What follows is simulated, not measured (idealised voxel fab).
Proc. module: voxel air gaps
The cross-section on display is named cut; it measures 175 nm wide, and its cells are 5 nm squares.
If you're reading a cross-section in this doc, picture square cells in a grid; it comes to you as bands, top ones listed first down to the bottom, and a band can be one or more rows of cells.
Heads up on the band format: heights come first, top then bottom, in nm. After that it's the materials left to right, each with its width in nm. A single material flagged "everywhere" fills the whole band edge to edge, and "empty" means there's empty space there.
Height 0 is the level under which the wafer as received is all one material. The lowest band goes on downwards, as in "0 and below".
The notation "30..40" denotes a width that varies across the rows of cells in the band, beginning at the first number in the top row, finishing at the second number in the bottom row, and changing by an identical amount from each row to the next.
Reading "no change" for a step: not a cell of the cross-section changed in it.
Basically, "Closed void register" tells you about the enclosed voids: empty spaces with no open way to the top, 8 cells or bigger, each written width x height at distance, where distance is from the left edge, all in nm.
Formally, on a step line, whatever follows the settings is a remark that the simulator itself makes on the step.
overlay nm: mask right of planned place by this much (step with mask). Neg. = left.
Before/after cross-section pairs, one process step each; after shown to lowest changed band; step and settings beneath. Pairs may be from different runs of this module on the same starting wafer; a pair continues from the one above only where its "Geometry before processing" entry says so.

**Geometry before processing**
    65 down to 50  aC everywhere
    50 down to 15  SiO2 everywhere
    15 down to 10  SiN everywhere
    10 down to 0  SiO2 everywhere
    0 and below  Si everywhere
    Closed void register: none

**Post-Step Appearance**
    95 down to 65  empty 25; resist 25; empty 25; resist 25; empty 25; resist 25; empty 25
    At heights below 65, the structure remains unaltered.
    Closed void register: none
The process step bridging the two cross-sections above: PATTERN: tone cover, mask id LINES, material resist, width nm 25, pitch nm 50, thk nm 30, overlay nm 0

Geometry before processing: after-state, pair directly above.

**Post-Step Appearance**
    80 down to 65  empty 25; resist 25; empty 25; resist 25; empty 25; resist 25; empty 25
    65 down to 50  empty 25; aC 25; empty 25; aC 25; empty 25; aC 25; empty 25
    At heights below 50, the structure remains unaltered.
    Closed void register: none
The process step bridging the two cross-sections above: DIRECTIONAL_ETCH: etch materials aC, depth nm 15

Geometry before processing: after-state, pair directly above.

**Post-Step Appearance**
    65 down to 50  empty 25; aC 25; empty 25; aC 25; empty 25; aC 25; empty 25
    At heights below 50, the structure remains unaltered.
    Closed void register: none
The process step bridging the two cross-sections above: STRIP: etch materials resist

Geometry before processing: after-state, pair directly above.

**Post-Step Appearance**
    65 down to 50  empty 25; aC 25; empty 25; aC 25; empty 25; aC 25; empty 25
    50 down to 15  empty 25; SiO2 25; empty 25; SiO2 25; empty 25; SiO2 25; empty 25
    At heights below 15, the structure remains unaltered.
    Closed void register: none
The process step bridging the two cross-sections above: DIRECTIONAL_ETCH: etch materials SiO2, depth nm 35

Geometry before processing: after-state, pair directly above.

**Post-Step Appearance**
    50 down to 15  empty 25; SiO2 25; empty 25; SiO2 25; empty 25; SiO2 25; empty 25
    At heights below 15, the structure remains unaltered.
    Closed void register: none
The process step bridging the two cross-sections above: STRIP: etch materials aC

Geometry before processing: after-state, pair directly above.

**Post-Step Appearance**
    55 down to 50  empty 20; TiN 35; empty 15; TiN 35; empty 15; TiN 35; empty 20
    50 down to 20  empty 20; TiN 5; SiO2 25; TiN 5; empty 15; TiN 5; SiO2 25; TiN 5; empty 15; TiN 5; SiO2 25; TiN 5; empty 20
    20 down to 15  TiN 25; SiO2 25; TiN 25; SiO2 25; TiN 25; SiO2 25; TiN 25
    At heights below 15, the structure remains unaltered.
    Closed void register: none
The process step bridging the two cross-sections above: CONFORMAL_DEP: material TiN, thk nm 5

Geometry before processing: after-state, pair directly above.

**Post-Step Appearance**
    60 down to 55  Cu everywhere
    55 down to 50  Cu 20; TiN 35; Cu 15; TiN 35; Cu 15; TiN 35; Cu 20
    50 down to 20  Cu 20; TiN 5; SiO2 25; TiN 5; Cu 15; TiN 5; SiO2 25; TiN 5; Cu 15; TiN 5; SiO2 25; TiN 5; Cu 20
    At heights below 20, the structure remains unaltered.
    Closed void register: none
The process step bridging the two cross-sections above: FILL_DEP: material Cu, thk nm 5

Geometry before processing: after-state, pair directly above.

**Post-Step Appearance**
    50 down to 20  Cu 20; TiN 5; SiO2 25; TiN 5; Cu 15; TiN 5; SiO2 25; TiN 5; Cu 15; TiN 5; SiO2 25; TiN 5; Cu 20
    At heights below 20, the structure remains unaltered.
    Closed void register: none
The process step bridging the two cross-sections above: CMP: height nm 50

Geometry before processing: after-state, pair directly above.

**Post-Step Appearance**
    60 down to 50  Ru 35; empty 5; Ru 45; empty 5; Ru 45; empty 5; Ru 35
    At heights below 50, the structure remains unaltered.
    Closed void register: none
The process step bridging the two cross-sections above: EPI: material Ru, thk nm 10

Geometry before processing: after-state, pair directly above.

**Post-Step Appearance**
    60 down to 50  Ru 35; empty 5; Ru 45; empty 5; Ru 45; empty 5; Ru 35
    50 down to 20  Cu 20; TiN 5; empty 25; TiN 5; Cu 15; TiN 5; empty 25; TiN 5; Cu 15; TiN 5; empty 25; TiN 5; Cu 20
    20 down to 15  TiN 25; empty 25; TiN 25; empty 25; TiN 25; empty 25; TiN 25
    At heights below 15, the structure remains unaltered.
    Closed void register: none
The process step bridging the two cross-sections above: SELECTIVE_ETCH: etch materials SiO2, depth nm 45

Geometry before processing: after-state, pair directly above.

**Post-Step Appearance**
    65 down to 60  SiN everywhere
    60 down to 50  Ru 35; SiN 5; Ru 45; SiN 5; Ru 45; SiN 5; Ru 35
    50 down to 45  Cu 20; TiN 5; SiN 25; TiN 5; Cu 15; TiN 5; SiN 25; TiN 5; Cu 15; TiN 5; SiN 25; TiN 5; Cu 20
    45 down to 20  Cu 20; TiN 5; SiN 5; empty 15; SiN 5; TiN 5; Cu 15; TiN 5; SiN 5; empty 15; SiN 5; TiN 5; Cu 15; TiN 5; SiN 5; empty 15; SiN 5; TiN 5; Cu 20
    20 down to 15  TiN 25; SiN 25; TiN 25; SiN 25; TiN 25; SiN 25; TiN 25
    At heights below 15, the structure remains unaltered.
    Closed void register: 15 x 25 at 30; 15 x 25 at 80; 15 x 25 at 130
The process step bridging the two cross-sections above: CONFORMAL_DEP: material SiN, thk nm 5
